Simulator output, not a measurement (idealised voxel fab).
You're looking at the process module voxel gate over fins.
Section cut is 210 nm wide and gridded with 5 nm square cells.
The cross-sections in this document take the form of a grid made of square cells. They are written out as bands, in order from top to bottom. Each band consists of one or more rows of cells.
Band entry format. Leading values: height of top, height of bottom, nm. Remainder: materials in left-to-right order, each with its width in nm. Special words: "all across" on a single material, which then fills the band edge to edge; "empty", empty space.
Height 0 is the level under which the wafer as received is all one material. The lowest band goes on downwards, as in "from 0 down".
A two-number width, for instance "30->40", indicates that the width is equal to the first number in the top row of the band and to the second number in the bottom row, and that it changes by a constant amount per row of cells.
For the purposes of this document, the phrase "remained unchanged" attached to a step denotes that no cell within the cross-section was modified by that step.
Enclosed voids (no open way to top), threshold 8 cells or more, entry "Trapped void list", notation width x height at distance, distance from left edge, nm.
Past the settings on a step's line: simulator remark, on that step.
Among the settings permitted on a step's line is "overlay nm"; applied to a step with a mask, it specifies the extent to which the mask lay to the right of its planned position, whereas a negative figure signifies a position to the left.
[Set out below are the planned steps of the process]
- 1: op RECEIVE | material Si
- 2: op CONFORMAL_DEP | material SiN | thk nm 5
- 3: op DIRECTIONAL_DEP | material aC | thk nm 10
- 4: op PATTERN | tone cover | mask id FINS | material resist | width nm 15 | pitch nm 60 | thk nm 25 | overlay nm 0
- 5: op DIRECTIONAL_ETCH | etch materials aC | depth nm 10
- 6: op STRIP | etch materials resist
- 7: op DIRECTIONAL_ETCH | etch materials SiN | depth nm 5
- 8: op DIRECTIONAL_ETCH | etch materials Si | depth nm 35
- 9: op STRIP | etch materials aC
- 10: op FILL_DEP | material SiO2 | thk nm 5
- 11: op CMP | height nm 5
- 12: op DIRECTIONAL_DEP | material aC | thk nm 10
- 13: op PATTERN | tone open | mask id RAIL | material resist | width nm 15 | thk nm 25 | overlay nm 0
- 14: op DIRECTIONAL_ETCH | etch materials aC | depth nm 10
- 15: op STRIP | etch materials resist
- 16: op DIRECTIONAL_ETCH | etch materials SiO2 | depth nm 35
- 17: op STRIP | etch materials aC
- 18: op CONFORMAL_DEP | material TiN | thk nm 5
- 19: op FILL_DEP | material Ru | thk nm 5
- 20: op CMP | height nm 5
- 21: op SELECTIVE_ETCH | etch materials W Ru TiN | depth nm 20
- 22: op FILL_DEP | material SiO2 | thk nm 5
- 23: op CMP | height nm 5
- 24: op SELECTIVE_ETCH | etch materials SiO2 | depth nm 15
- 25: op STRIP | etch materials SiN
- 26: op CONFORMAL_DEP | material HfO2 | thk nm 5
- 27: op CONFORMAL_DEP | material TiN | thk nm 5
- 28: op FILL_DEP | material W | thk nm 10
- 29: op CMP | height nm 15
- 30: op CONFORMAL_DEP | material SiN | thk nm 10
[Cross-section of the wafer as it came to us, i.e., already through step 1]
    from 0 down: Si all across
    Trapped void list: none
[Cross-section taken at module completion on the first of two wafers; processed per the plan]
    from 25 to 15: SiN all across
    from 15 to 10: W all across
    from 10 to 5: W (55), TiN (35), W (25), TiN (35), W (60)
    from 5 to 0: W (55), TiN (5), HfO2 (25), TiN (5), W (25), TiN (5), HfO2 (25), TiN (5), W (60)
    from 0 to -5: TiN (60), HfO2 (5), Si (15), HfO2 (5), TiN (35), HfO2 (5), Si (15), HfO2 (5), TiN (65)
    from -5 to -10: HfO2 (65), Si (15), HfO2 (45), Si (15), HfO2 (70)
    from -10 to -15: SiO2 (65), Si (15), SiO2 (45), Si (15), SiO2 (70)
    from -15 to -25: SiO2 (65), Si (15), SiO2 (15), TiN (5), Ru (5), TiN (5), SiO2 (15), Si (15), SiO2 (70)
    from -25 to -30: SiO2 (65), Si (15), SiO2 (15), TiN (15), SiO2 (15), Si (15), SiO2 (70)
    from -30 to -35: SiO2 (65), Si (15), SiO2 (45), Si (15), SiO2 (70)
    from -35 down: Si all across
    Trapped void list: none
[The second wafer, shown in cross-section after the module: started the same way as the first and given the same plan, yet one mistake crept into how it was run]
    from 25 to 15: SiN all across
    from 15 to 5: W all across
    from 5 to 0: W (60), TiN (25), W (35), TiN (25), W (65)
    from 0 to -5: W (60), TiN (5), Si (15), TiN (5), W (35), TiN (5), Si (15), TiN (5), W (65)
    from -5 to -10: TiN (65), Si (15), TiN (45), Si (15), TiN (70)
    from -10 to -15: SiO2 (65), Si (15), SiO2 (45), Si (15), SiO2 (70)
    from -15 to -25: SiO2 (65), Si (15), SiO2 (15), TiN (5), Ru (5), TiN (5), SiO2 (15), Si (15), SiO2 (70)
    from -25 to -30: SiO2 (65), Si (15), SiO2 (15), TiN (15), SiO2 (15), Si (15), SiO2 (70)
    from -30 to -35: SiO2 (65), Si (15), SiO2 (45), Si (15), SiO2 (70)
    from -35 down: Si all across
    Trapped void list: none
So what did we get wrong on this run? with respect to the plan, step 26 was omitted and not executed
Looking at both finished wafers in cells, the second ends up ahead of or behind the first on some materials: HfO2 -50; W +50
